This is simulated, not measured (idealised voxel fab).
process module | voxel tone inversion
cross-section cut | 210 nm wide | cells 5 nm
A cross-section is a grid of square cells, given in bands from the top down. A band is one or more rows of cells.
Each band's line starts with the height of the band's top and of its bottom, in nm. Then come its materials from left to right, each with its width in nm. One material with "throughout" fills the band from edge to edge. "air" is empty space.
Height 0 is the level under which the wafer as received is all one material. The lowest band goes on downwards, as in "0 down".
A width such as "30 to 40" changes by the same amount from each row of cells to the next, from the band's top row to its bottom row.
"no change" after a step means that no cell of the cross-section changed.
closed voids: empty space of 8 cells or more with no open way to the top, each as width x height at its distance from the left edge, in nm
after a step's settings: what the simulator itself notes on the step
overlay nm, on a step with a mask: how far to the right of its planned place the mask lay; to the left if negative
plan
1 op RECEIVE | material Si
2 op CONFORMAL_DEP | material SiN | thk nm 5
3 op DIRECTIONAL_DEP | material polySi | thk nm 20
4 op PATTERN | tone cover | mask id POSTS | material resist | width nm 20 | pitch nm 45 | thk nm 30 | overlay nm 0
5 op DIRECTIONAL_ETCH | etch materials polySi | depth nm 20
6 op STRIP | etch materials resist
7 op FILL_DEP | material SiO2 | thk nm 5
8 op CMP | height nm 25
9 op STRIP | etch materials polySi
10 op CONFORMAL_DEP | material TiN | thk nm 5
11 op FILL_DEP | material Cu | thk nm 10
12 op CMP | height nm 25
13 op CONFORMAL_DEP | material SiN | thk nm 5
as received, after step 1
  0 down: Si throughout
  closed voids: none
a wafer at the end: this start, this plan, one mistake
  30 to 25: SiN throughout
  25 to 20: SiO2 50 | TiN 5 | Cu 10 | TiN 5 | SiO2 25 | TiN 5 | Cu 10 | TiN 5 | SiO2 25 | TiN 5 | Cu 10 | TiN 5 | SiO2 50
  20 to 15: SiO2 50 | TiN 20 | SiO2 25 | TiN 20 | SiO2 25 | TiN 20 | SiO2 50
  15 to 0: SiN throughout
  0 down: Si throughout
  closed voids: none
what went wrong: step 2 ran as: op CONFORMAL_DEP | material SiN | thk nm 15
